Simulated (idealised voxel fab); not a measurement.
Process module name: voxel fin reveal
Cross-section cut spans 195 nm and uses square cells 5 nm in size.
Bands, listed from the top down, are how a cross-section gets written in this document; the cross-section itself is a grid of square cells, and a band is one or more rows of them. Heads up on the band format: heights come first, top then bottom, in nm. After that it's the materials left to right, each with its width in nm. A single material flagged "all across" fills the whole band edge to edge, and "empty" means there's empty space there. Measure heights from 0. That's the level where, below it, the as-received wafer is all one material. The lowest band is bottomless and extends downward; write it as in "from 0 down". You'd read "30->40" like this: the band's top row of cells is as wide as the first number, its bottom row is as wide as the second, and going down, every row changes width by the same amount as the row before did. A step reported as "left unchanged" is a step in which no cell of the cross-section changed. Closed-off voids of 8+ cells (no open route to the top) go in "Cavities, closed", written width x height at distance from the left edge, in nm. after a step's settings: what the simulator itself notes on the step. On any step carrying a mask, the "overlay nm" setting, if present on the step's line, tells how far right of its planned place the mask lay; negative values point to the left.

The following list gives the planned process steps
1) RECEIVE (material Si)
2) CONFORMAL_DEP (material SiN; thk nm 10)
3) PATTERN (tone cover; mask id FINS; material resist; width nm 15; pitch nm 45; thk nm 20; overlay nm 0)
4) DIRECTIONAL_ETCH (etch materials SiN; depth nm 10)
5) DIRECTIONAL_ETCH (etch materials Si; depth nm 35)
6) STRIP (etch materials resist)
7) FILL_DEP (material SiO2; thk nm 15)
8) CMP (height nm 10)
9) SELECTIVE_ETCH (etch materials SiO2; depth nm 35)
10) STRIP (etch materials SiN)

Received-state cross-section, reflecting completion of step 1
from 0 down | Si all across
Cavities, closed: none

End-of-module XS, first of two wafers, run as planned
from 0 to -25 | 20 nm empty, 15 nm Si, 30 nm empty, 15 nm Si, 30 nm empty, 15 nm Si, 30 nm empty, 15 nm Si, 25 nm empty
from -25 to -35 | 20 nm SiO2, 15 nm Si, 30 nm SiO2, 15 nm Si, 30 nm SiO2, 15 nm Si, 30 nm SiO2, 15 nm Si, 25 nm SiO2
from -35 down | Si all across
Cavities, closed: none

This is the second of the two wafers, cross-sectioned at the end of the module; it started exactly like the first and was given the same plan, but it was run with one mistake
from 0 to -25 | 15 nm empty, 25 nm Si, 20 nm empty, 25 nm Si, 20 nm empty, 25 nm Si, 20 nm empty, 25 nm Si, 20 nm empty
from -25 to -35 | 15 nm SiO2, 25 nm Si, 20 nm SiO2, 25 nm Si, 20 nm SiO2, 25 nm Si, 20 nm SiO2, 25 nm Si, 20 nm SiO2
from -35 down | Si all across
Cavities, closed: none
What was the processing mistake? step 3 ran differently from the plan; actual operation with settings: PATTERN (tone cover; mask id FINS; material resist; width nm 25; pitch nm 45; thk nm 20; overlay nm 0)
Bottom line after processing is that, in cells, the second wafer is up or down on some materials versus the first: Si +56, SiO2 -16
